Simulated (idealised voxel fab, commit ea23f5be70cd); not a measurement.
process module | voxel capacitor over wiring
cross-section cut | 290 nm wide | cells 5 nm
A cross-section is a grid of square cells, given in bands from the top down. A band is one or more rows of cells.
Each band's line starts with the height of the band's top and of its bottom, in nm. Then come its materials from left to right, each with its width in nm. One material with "throughout" fills the band from edge to edge. "air" is empty space.
Height 0 is the level under which the wafer as received is all one material. The lowest band goes on downwards, as in "0 down".
A width such as "30 to 40" changes by the same amount from each row of cells to the next, from the band's top row to its bottom row.
"no change" after a step means that no cell of the cross-section changed.
closed voids: empty space of 8 cells or more with no open way to the top, each as width x height at its distance from the left edge, in nm
after a step's settings: what the simulator itself notes on the step
overlay nm, on a step with a mask: how far to the right of its planned place the mask lay; to the left if negative
plan
1 op RECEIVE | material Si
2 op CONFORMAL_DEP | material SiO2 | thk nm 10
3 op CONFORMAL_DEP | material SiN | thk nm 5
4 op DIRECTIONAL_DEP | material SiO2 | thk nm 25
5 op PATTERN | tone open | mask id METAL_1 | material resist | width nm 20 | pitch nm 75 | thk nm 15 | overlay nm 0
6 op DIRECTIONAL_ETCH | etch materials SiO2 | depth nm 25
7 op DIRECTIONAL_ETCH | etch materials SiN | depth nm 5
8 op STRIP | etch materials resist
9 op CONFORMAL_DEP | material TiN | thk nm 5
10 op FILL_DEP | material Cu | thk nm 5
11 op CMP | height nm 40
12 op CONFORMAL_DEP | material SiCN | thk nm 5
13 op DIRECTIONAL_DEP | material SiO2 | thk nm 15
14 op DIRECTIONAL_DEP | material aC | thk nm 15
15 op PATTERN | tone open | mask id PLUG_1 | material resist | width nm 15 | thk nm 35 | overlay nm 0
16 op DIRECTIONAL_ETCH | etch materials aC | depth nm 15
17 op STRIP | etch materials resist
18 op DIRECTIONAL_ETCH | etch materials SiO2 | depth nm 15
19 op DIRECTIONAL_ETCH | etch materials SiCN | depth nm 5
20 op STRIP | etch materials aC
21 op EPI | material Ru | thk nm 10
22 op EPI | material Ru | thk nm 10
23 op DIRECTIONAL_DEP | material TiN | thk nm 5
24 op DIRECTIONAL_DEP | material Al2O3 | thk nm 5
25 op DIRECTIONAL_DEP | material TiN | thk nm 5
26 op MASKED_ETCH | tone cover | mask id UPPER_PLATE | width nm 60 | etch materials TiN | depth nm 5 | overlay nm 0
27 op MASKED_ETCH | tone cover | mask id UPPER_PLATE | width nm 60 | etch materials Al2O3 | depth nm 5 | overlay nm 0
28 op MASKED_ETCH | tone cover | mask id LOWER_PLATE | width nm 70 | etch materials TiN | depth nm 5 | overlay nm 0
29 op FILL_DEP | material SiO2 | thk nm 15
30 op CMP | height nm 85
31 op PATTERN | tone open | mask id PLUG_2 | material resist | width nm 15 | thk nm 20 | overlay nm 0
32 op DIRECTIONAL_ETCH | etch materials SiO2 | depth nm 10
33 op STRIP | etch materials resist
34 op CONFORMAL_DEP | material TiN | thk nm 5
35 op FILL_DEP | material Ru | thk nm 5
36 op CMP | height nm 85
37 op CONFORMAL_DEP | material SiCN | thk nm 5
as received, after step 1
  0 down: Si throughout
  closed voids: none
a wafer at the end: this start, this plan, one mistake
  90 to 85: SiCN throughout
  85 to 80: SiO2 100 | TiN 25 | SiO2 165
  80 to 75: SiO2 100 | Al2O3 25 | SiO2 165
  75 to 70: SiO2 95 | TiN 65 | SiO2 130
  70 to 65: SiO2 90 | Ru 35 | Al2O3 35 | SiO2 130
  65 to 60: SiO2 90 | Ru 35 | TiN 40 | SiO2 125
  60 to 45: SiO2 100 | Ru 15 | SiO2 175
  45 to 40: SiCN 100 | Ru 15 | SiCN 175
  40 to 15: SiO2 95 | TiN 5 | Cu 10 | TiN 5 | SiO2 55 | TiN 5 | Cu 10 | TiN 5 | SiO2 100
  15 to 10: SiN 95 | TiN 20 | SiN 55 | TiN 20 | SiN 100
  10 to 0: SiO2 throughout
  0 down: Si throughout
  closed voids: none
what went wrong: one of the steps 21 and 22, which are alike, was run twice
